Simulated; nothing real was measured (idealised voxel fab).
Process module under the name voxel lift off
Square cells of 5 nm make up the cross-section cut, whose width is 285 nm.
Cross-section format: a grid of square cells, given as bands from top to bottom; each band is one or more rows of cells.
What a band's entry tells you: where the top is and where the bottom is, as heights in nm, and after that what lies inside, material by material from left to right, each with its width in nm. Empty space is written as the word "empty", and a single material marked with the word "everywhere" occupies the band from edge to edge.
Below 0: as-received wafer, all one material; heights counted from there. Lowest band: no bottom, goes on down, written "top 0, no bottom".
With a width like "30->40", each row of cells in the band differs from the next by the same amount, the top row carrying the first number and the bottom row the second.
The cross-section has no changed cell in any step marked "no modifications".
"Closed void table" - sealed voids, min. 8 cells, no opening to top; format: width x height at distance (distance from left edge; nm throughout).
Whatever follows a step's settings on its line is a remark the simulator itself makes about that step.
Regarding "overlay nm": on a step with a mask, it is the distance the mask lay to the right of its planned place; a negative value places it to the left.
So here's the lineup of process steps we planned
1 RECEIVE: material Si
2 CONFORMAL_DEP: material SiO2, thk nm 10
3 PATTERN: tone open, mask id LINES, material resist, width nm 25, pitch nm 40, thk nm 20, overlay nm 0
4 DIRECTIONAL_DEP: material Ru, thk nm 5
5 STRIP: etch materials resist
6 CONFORMAL_DEP: material SiN, thk nm 10
Cross-sectional view of the wafer in its as-received condition, corresponding to the state after step 1
	top 0, no bottom = Si everywhere
	Closed void table: none
First of two wafers at the end of the module, shown in cross-section; run carried out as planned
	top 25, bottom 20 = 100 nm empty | 85 nm SiN | 100 nm empty
	top 20, bottom 15 = SiN everywhere
	top 15, bottom 10 = 110 nm SiN | 25 nm Ru | 15 nm SiN | 25 nm Ru | 110 nm SiN
	top 10, bottom 0 = SiO2 everywhere
	top 0, no bottom = Si everywhere
	Closed void table: none
Second wafer through the module, sectioned at the end: same beginning and same plan as the first wafer, with one mistake in carrying it out
	top 25, bottom 20 = 105 nm empty | 35 nm SiN | 5 nm empty | 35 nm SiN | 105 nm empty
	top 20, bottom 15 = SiN everywhere
	top 15, bottom 10 = 115 nm SiN | 15 nm Ru | 25 nm SiN | 15 nm Ru | 115 nm SiN
	top 10, bottom 0 = SiO2 everywhere
	top 0, no bottom = Si everywhere
	Closed void table: none
Short version of what went wrong: step 3 changed vs plan, executed as PATTERN: tone open, mask id LINES, material resist, width nm 15, pitch nm 40, thk nm 20, overlay nm 0
Looking at both finished wafers in cells, the second ends up ahead of or behind the first on some materials: Ru: 4 fewer | SiN: 1 more
